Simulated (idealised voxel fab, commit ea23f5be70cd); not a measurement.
The name of this process module is voxel self aligned contacts.
Displayed cross-section: cut, width of 215 nm, square cells sized 5 nm.
Bands, listed from the top down, are how a cross-section gets written in this document; the cross-section itself is a grid of square cells, and a band is one or more rows of them. Top height, bottom height, nm. Materials left to right, width each, nm. Single material + "all across" = fills band edge to edge. "air" = empty. Basically, 0 is our baseline, since under it the wafer straight out of the box is all one material. The bottom band has no lower end and keeps on going down, so it looks like "0 and below". Think of "30..40" as a width that walks from the first number to the second as you go down the band, top row to bottom row, taking equal-sized steps from row to row. Key: "no change" - step with no changed cell in the cross-section. This entry, "Enclosed internal voids", enumerates those empty regions of no fewer than 8 cells that possess no open connection to the top. Each region is reported in the form width x height at distance, the distance being taken from the left edge, with all three quantities expressed in nm. The remark found on a step's line after its settings is issued by the simulator itself and pertains to that step. overlay nm, on a step with a mask: how far to the right of its planned place the mask lay; to the left if negative.
[Process steps foreseen in the plan]
1: RECEIVE [material Si]
2: OXIDIZE [depth nm 5]
3: DIRECTIONAL_DEP [material polySi] [thk nm 25]
4: DIRECTIONAL_DEP [material SiN] [thk nm 15]
5: PATTERN [tone cover] [mask id GATE] [material resist] [width nm 35] [pitch nm 65] [thk nm 20] [overlay nm 0]
6: DIRECTIONAL_ETCH [etch materials SiN] [depth nm 15]
7: DIRECTIONAL_ETCH [etch materials polySi] [depth nm 25]
8: STRIP [etch materials resist]
9: CONFORMAL_DEP [material SiN] [thk nm 5]
10: DIRECTIONAL_ETCH [etch materials SiN] [depth nm 5]
11: FILL_DEP [material SiO2] [thk nm 15]
12: CMP [height nm 45]
13: MASKED_ETCH [tone open] [mask id CONTACT] [width nm 40] [etch materials SiO2] [depth nm 50] [overlay nm 0]
14: CONFORMAL_DEP [material TiN] [thk nm 5]
15: FILL_DEP [material Ru] [thk nm 10]
16: CMP [height nm 45]
17: CONFORMAL_DEP [material SiCN] [thk nm 5]
[As-received wafer cross-section (after step 1)]
- 0 and below | Si all across
- Enclosed internal voids: none
[The first of two wafers, cross-sectioned at the end of the module, with the run proceeding as planned]
- 50 down to 45 | SiCN all across
- 45 down to 40 | 85 of SiO2 | 15 of TiN | 10 of Ru | 15 of TiN | 90 of SiO2
- 40 down to 25 | 50 of SiO2 | 45 of SiN | 5 of TiN | 10 of Ru | 5 of TiN | 45 of SiN | 55 of SiO2
- 25 down to 0 | 50 of SiO2 | 5 of SiN | 35 of polySi | 5 of SiN | 5 of TiN | 10 of Ru | 5 of TiN | 5 of SiN | 35 of polySi | 5 of SiN | 55 of SiO2
- 0 down to -5 | 95 of SiO2 | 20 of TiN | 100 of SiO2
- -5 and below | Si all across
- Enclosed internal voids: none
[Wafer two cross-section, module end. Start and plan unchanged from wafer one; one mistake made during the run]
- 65 down to 60 | SiCN all across
- 60 down to 50 | Ru all across
- 50 down to 45 | 90 of TiN | 30 of Ru | 95 of TiN
- 45 down to 40 | 85 of SiO2 | 15 of TiN | 10 of Ru | 15 of TiN | 90 of SiO2
- 40 down to 25 | 50 of SiO2 | 45 of SiN | 5 of TiN | 10 of Ru | 5 of TiN | 45 of SiN | 55 of SiO2
- 25 down to 0 | 50 of SiO2 | 5 of SiN | 35 of polySi | 5 of SiN | 5 of TiN | 10 of Ru | 5 of TiN | 5 of SiN | 35 of polySi | 5 of SiN | 55 of SiO2
- 0 down to -5 | 95 of SiO2 | 20 of TiN | 100 of SiO2
- -5 and below | Si all across
- Enclosed internal voids: none
What went wrong in running the wafer? step 16 of the plan did not run at all; it was left out
Materials where the second wafer ends with more or fewer cells than the first: 92 more of Ru; 37 more of TiN
